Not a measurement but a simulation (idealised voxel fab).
The document below concerns the process module designated voxel ribs on slabs.
Shown is cross-section cut, with a width of 185 nm and square cells of size 5 nm.
Cross-section, as written here: a square-cell grid given band by band from the top down, where a band holds one or more rows of cells.
Top height, bottom height, nm. Materials left to right, width each, nm. Single material + "full width" = fills band edge to edge. "empty" = empty.
Zero point of the height axis is 0; under it, received wafer = one material. Lowest band: continues down indefinitely, "top 0, no bottom".
Graded width ("30 to 40"): value in top row of band = first number; value in bottom row = second number; row-to-row change constant.
"no modification" (step): cross-section cells unchanged, all of them.
"Closed void list" contains a list of empty spaces, each no smaller than 8 cells and without an open way to the top, written in the form width x height at distance with the distance from the left edge and all three in nm.
If you see something after the settings on a step's line, that's the simulator's own remark about that step.
overlay nm: step with mask; distance mask lay right of planned place; negative value = left of planned place.
[Set out below are the planned steps of the process]
1) op RECEIVE | material Si
2) op DIRECTIONAL_DEP | material SiO2 | thk nm 30
3) op DIRECTIONAL_DEP | material SiN | thk nm 15
4) op DIRECTIONAL_DEP | material aC | thk nm 15
5) op PATTERN | tone cover | mask id RIB | material resist | width nm 30 | thk nm 35 | overlay nm 0
6) op DIRECTIONAL_ETCH | etch materials aC | depth nm 15
7) op STRIP | etch materials resist
8) op DIRECTIONAL_ETCH | etch materials SiN | depth nm 5
9) op STRIP | etch materials aC
10) op DIRECTIONAL_DEP | material aC | thk nm 10
11) op PATTERN | tone cover | mask id SLAB | material resist | width nm 80 | thk nm 30 | overlay nm 0
12) op DIRECTIONAL_ETCH | etch materials aC | depth nm 10
13) op STRIP | etch materials resist
14) op DIRECTIONAL_ETCH | etch materials SiN | depth nm 10
15) op STRIP | etch materials aC
16) op FILL_DEP | material SiO2 | thk nm 15
17) op CMP | height nm 55
18) op DIRECTIONAL_DEP | material W | thk nm 10
19) op MASKED_ETCH | tone cover | mask id HEATER | width nm 40 | etch materials W | depth nm 10 | overlay nm 0
20) op CONFORMAL_DEP | material SiN | thk nm 10
[So this is the incoming wafer in cross-section - it's already been through step 1]
	top 0, no bottom = Si full width
	Closed void list: none
[Final wafer profile in cross-section after the module, from the same start and plan as above, with one mistake made during processing]
	top 75, bottom 65 = 60 nm empty; 60 nm SiN; 65 nm empty
	top 65, bottom 55 = 70 nm SiN; 40 nm W; 75 nm SiN
	top 55, bottom 45 = SiO2 full width
	top 45, bottom 40 = 75 nm SiO2; 30 nm SiN; 80 nm SiO2
	top 40, bottom 30 = 55 nm SiO2; 70 nm SiN; 60 nm SiO2
	top 30, bottom 0 = SiO2 full width
	top 0, no bottom = Si full width
	Closed void list: none
Here's what went sideways: step 11 off recipe, ran as op PATTERN | tone cover | mask id SLAB | material resist | width nm 70 | thk nm 30 | overlay nm 0
